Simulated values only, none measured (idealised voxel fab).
This section sets out a process module, namely voxel gate over fins.
Cross-section cut spans 290 nm and uses square cells 5 nm in size.
Think of the cross-section as a grid of square cells. We describe it in bands, top to bottom, and each band covers one or more rows of those cells.
Read a band's entry like this: the first values are the height of its top and the height of its bottom in nm, and what follows is the sequence of materials from left to right, each with its width in nm. Note that "empty" is empty space, and that a single material marked "all across" reaches across the band from edge to edge.
Where do heights start? At 0: under that level the wafer as delivered is made of one material only. And the lowest band has no floor; it just carries on downward, as in "0..down".
With a width like "30->40", each row of cells in the band differs from the next by the same amount, the top row carrying the first number and the bottom row the second.
"remained the same" after a step means that no cell of the cross-section changed.
Reported under the label "Fully closed voids" are the empty spaces having no open way to the top and comprising 8 cells or more; the notation for each is width x height at distance, in which the distance is measured from the left edge and all three values are in nm.
after a step's settings: what the simulator itself notes on the step
The optional step-line setting "overlay nm" applies to steps with a mask and quantifies how far to the right of its planned location the mask lay, a negative value indicating leftward placement.
-- Listed below are the process steps as planned
1. RECEIVE (material Si)
2. CONFORMAL_DEP (material SiN; thk nm 5)
3. PATTERN (tone cover; mask id FINS; material resist; width nm 15; pitch nm 45; thk nm 15; overlay nm 0)
4. DIRECTIONAL_ETCH (etch materials SiN; depth nm 5)
5. DIRECTIONAL_ETCH (etch materials Si; depth nm 30)
6. STRIP (etch materials resist)
7. OXIDIZE (depth nm 5)
8. FILL_DEP (material SiO2; thk nm 5)
9. CMP (height nm 5)
10. SELECTIVE_ETCH (etch materials SiO2; depth nm 15)
11. STRIP (etch materials SiN)
12. CONFORMAL_DEP (material HfO2; thk nm 5)
13. CONFORMAL_DEP (material TiN; thk nm 5)
14. FILL_DEP (material W; thk nm 15)
15. CMP (height nm 20)
16. CONFORMAL_DEP (material SiCN; thk nm 10)
-- Run as planned: first of two wafers
-- Step 1 complete: cross-section of the wafer as received
- 0..down: Si all across
- Fully closed voids: none
-- Cross-section through the wafer, step 2 finished
- 5..0: SiN all across
- Lower than 0, everything is as it was.
-- Cross-section through the wafer, step 3 finished
- 20..5: empty 90 nm, resist 15 nm, empty 30 nm, resist 15 nm, empty 30 nm, resist 15 nm, empty 95 nm
- Lower than 5, everything is as it was.
-- Cross-section through the wafer, step 4 finished
- 20..5: empty 90 nm, resist 15 nm, empty 30 nm, resist 15 nm, empty 30 nm, resist 15 nm, empty 95 nm
- 5..0: empty 90 nm, SiN 15 nm, empty 30 nm, SiN 15 nm, empty 30 nm, SiN 15 nm, empty 95 nm
- Lower than 0, everything is as it was.
-- Cross-section through the wafer, step 5 finished
- 20..5: empty 90 nm, resist 15 nm, empty 30 nm, resist 15 nm, empty 30 nm, resist 15 nm, empty 95 nm
- 5..0: empty 90 nm, SiN 15 nm, empty 30 nm, SiN 15 nm, empty 30 nm, SiN 15 nm, empty 95 nm
- 0..-30: empty 90 nm, Si 15 nm, empty 30 nm, Si 15 nm, empty 30 nm, Si 15 nm, empty 95 nm
- Lower than -30, everything is as it was.
-- Cross-section through the wafer, step 6 finished
- 5..0: empty 90 nm, SiN 15 nm, empty 30 nm, SiN 15 nm, empty 30 nm, SiN 15 nm, empty 95 nm
- Lower than 0, everything is as it was.
-- Cross-section through the wafer, step 7 finished
- 5..0: empty 90 nm, SiN 15 nm, empty 30 nm, SiN 15 nm, empty 30 nm, SiN 15 nm, empty 95 nm
- 0..-30: empty 90 nm, SiO2 5 nm, Si 5 nm, SiO2 5 nm, empty 30 nm, SiO2 5 nm, Si 5 nm, SiO2 5 nm, empty 30 nm, SiO2 5 nm, Si 5 nm, SiO2 5 nm, empty 95 nm
- -30..-35: SiO2 95 nm, Si 5 nm, SiO2 40 nm, Si 5 nm, SiO2 40 nm, Si 5 nm, SiO2 100 nm
- Lower than -35, everything is as it was.
-- Cross-section through the wafer, step 8 finished
- 10..5: SiO2 all across
- 5..0: SiO2 90 nm, SiN 15 nm, SiO2 30 nm, SiN 15 nm, SiO2 30 nm, SiN 15 nm, SiO2 95 nm
- 0..-35: SiO2 95 nm, Si 5 nm, SiO2 40 nm, Si 5 nm, SiO2 40 nm, Si 5 nm, SiO2 100 nm
- Lower than -35, everything is as it was.
-- Cross-section through the wafer, step 9 finished
- 5..0: SiO2 90 nm, SiN 15 nm, SiO2 30 nm, SiN 15 nm, SiO2 30 nm, SiN 15 nm, SiO2 95 nm
- Lower than 0, everything is as it was.
-- Cross-section through the wafer, step 10 finished
- 5..0: empty 90 nm, SiN 15 nm, empty 30 nm, SiN 15 nm, empty 30 nm, SiN 15 nm, empty 95 nm
- 0..-10: empty 95 nm, Si 5 nm, empty 40 nm, Si 5 nm, empty 40 nm, Si 5 nm, empty 100 nm
- Lower than -10, everything is as it was.
-- Cross-section through the wafer, step 11 finished
- 0..-10: empty 95 nm, Si 5 nm, empty 40 nm, Si 5 nm, empty 40 nm, Si 5 nm, empty 100 nm
- Lower than -10, everything is as it was.
-- Cross-section through the wafer, step 12 finished
- 5..0: empty 90 nm, HfO2 15 nm, empty 30 nm, HfO2 15 nm, empty 30 nm, HfO2 15 nm, empty 95 nm
- 0..-5: empty 90 nm, HfO2 5 nm, Si 5 nm, HfO2 5 nm, empty 30 nm, HfO2 5 nm, Si 5 nm, HfO2 5 nm, empty 30 nm, HfO2 5 nm, Si 5 nm, HfO2 5 nm, empty 95 nm
- -5..-10: HfO2 95 nm, Si 5 nm, HfO2 40 nm, Si 5 nm, HfO2 40 nm, Si 5 nm, HfO2 100 nm
- Lower than -10, everything is as it was.
-- Cross-section through the wafer, step 13 finished
- 10..5: empty 85 nm, TiN 25 nm, empty 20 nm, TiN 25 nm, empty 20 nm, TiN 25 nm, empty 90 nm
- 5..0: empty 85 nm, TiN 5 nm, HfO2 15 nm, TiN 5 nm, empty 20 nm, TiN 5 nm, HfO2 15 nm, TiN 5 nm, empty 20 nm, TiN 5 nm, HfO2 15 nm, TiN 5 nm, empty 90 nm
- 0..-5: TiN 90 nm, HfO2 5 nm, Si 5 nm, HfO2 5 nm, TiN 30 nm, HfO2 5 nm, Si 5 nm, HfO2 5 nm, TiN 30 nm, HfO2 5 nm, Si 5 nm, HfO2 5 nm, TiN 95 nm
- Lower than -5, everything is as it was.
-- Cross-section through the wafer, step 14 finished
- 25..10: W all across
- 10..5: W 85 nm, TiN 25 nm, W 20 nm, TiN 25 nm, W 20 nm, TiN 25 nm, W 90 nm
- 5..0: W 85 nm, TiN 5 nm, HfO2 15 nm, TiN 5 nm, W 20 nm, TiN 5 nm, HfO2 15 nm, TiN 5 nm, W 20 nm, TiN 5 nm, HfO2 15 nm, TiN 5 nm, W 90 nm
- Lower than 0, everything is as it was.
-- Cross-section through the wafer, step 15 finished
- 20..10: W all across
- Lower than 10, everything is as it was.
-- Cross-section through the wafer, step 16 finished
- 30..20: SiCN all across
- Lower than 20, everything is as it was.
-- Second wafer - shared start and plan with the first - one error in running - same as the first up to step 11 inclusive
What the second wafer looks like in cross-section when step 12 should have wrapped up: remained the same
-- What the second wafer looks like in cross-section when step 13 should have wrapped up
- 5..0: empty 90 nm, TiN 15 nm, empty 30 nm, TiN 15 nm, empty 30 nm, TiN 15 nm, empty 95 nm
- 0..-5: empty 90 nm, TiN 5 nm, Si 5 nm, TiN 5 nm, empty 30 nm, TiN 5 nm, Si 5 nm, TiN 5 nm, empty 30 nm, TiN 5 nm, Si 5 nm, TiN 5 nm, empty 95 nm
- -5..-10: TiN 95 nm, Si 5 nm, TiN 40 nm, Si 5 nm, TiN 40 nm, Si 5 nm, TiN 100 nm
- Lower than -10, everything is as it was.
-- What the second wafer looks like in cross-section when step 14 should have wrapped up
- 20..5: W all across
- 5..0: W 90 nm, TiN 15 nm, W 30 nm, TiN 15 nm, W 30 nm, TiN 15 nm, W 95 nm
- 0..-5: W 90 nm, TiN 5 nm, Si 5 nm, TiN 5 nm, W 30 nm, TiN 5 nm, Si 5 nm, TiN 5 nm, W 30 nm, TiN 5 nm, Si 5 nm, TiN 5 nm, W 95 nm
- Lower than -5, everything is as it was.
What the second wafer looks like in cross-section when step 15 should have wrapped up: remained the same
-- What the second wafer looks like in cross-section when step 16 should have wrapped up
- 30..20: SiCN all across
- Lower than 20, everything is as it was.
Which mistake was made when the wafer was run? execution of step 12 of the plan did not take place, the step having been omitted
Counted in cells at the end, the second wafer holds more or fewer of these materials than the first: HfO2 -70; W +70
